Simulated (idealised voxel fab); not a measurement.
Process module name: voxel released beams
The width of the displayed cross-section, cut, is 200 nm; its cells are square, with a size of 5 nm.
When this document writes out a cross-section, it uses a grid of square cells and lists it as bands, beginning at the top and moving down, with a band standing for one or more rows of cells.
Look at the band entry: it leads with the top's height and the bottom's height in nm. Then it lists the materials left to right, with a width in nm for each. The word "everywhere" on a single material says that material fills the band edge to edge. The word "blank" is empty space.
Zero point of the height axis is 0; under it, received wafer = one material. Lowest band: continues down indefinitely, "top 0, no bottom".
So if you see something like "30->40" for the width, read it as the top row of the band sitting at the first number and the bottom row at the second, with every row in between moving by the same amount as the last.
Any step labelled "nothing altered" changed none of the cells in the cross-section.
Heads up: "Closed-off voids" only lists the empty pockets with no open path to the top that are 8 cells or more, and it writes them as width x height at distance, distance from the left edge, in nm.
after a step's settings: what the simulator itself notes on the step
"overlay nm", when on a step's line for a step with a mask, measures how far to the right of its planned place the mask lay; a negative measure means to the left.

Here's what the planned process steps look like
1,RECEIVE,material Si
2,CONFORMAL_DEP,material Al2O3,thk nm 10
3,DIRECTIONAL_DEP,material SiO2,thk nm 20
4,PATTERN,tone open,mask id ANCHOR,material resist,width nm 25,thk nm 20,overlay nm 0
5,DIRECTIONAL_ETCH,etch materials SiO2,depth nm 20
6,STRIP,etch materials resist
7,CONFORMAL_DEP,material W,thk nm 10
8,MASKED_ETCH,tone cover,mask id BEAM,width nm 90,etch materials W,depth nm 10,overlay nm 0
9,STRIP,etch materials SiO2

Step 1 complete: cross-section of the wafer as received
- top 0, no bottom: Si everywhere
- Closed-off voids: none

The cross-section shown corresponds to the wafer at the conclusion of the module. The initial structure and the process plan are those presented above; however, one mistake occurred in executing the plan
- top 40, bottom 30: 55 of blank / 10 of W / 5 of blank / 70 of W / 60 of blank
- top 30, bottom 20: 55 of blank / 10 of W / 5 of blank / 10 of W / 120 of blank
- top 20, bottom 10: 55 of blank / 25 of W / 120 of blank
- top 10, bottom 0: Al2O3 everywhere
- top 0, no bottom: Si everywhere
- Closed-off voids: none
Deviation noted in wafer processing: step 8 deviated from plan and actually ran as MASKED_ETCH,tone cover,mask id BEAM,width nm 85,etch materials W,depth nm 10,overlay nm 0
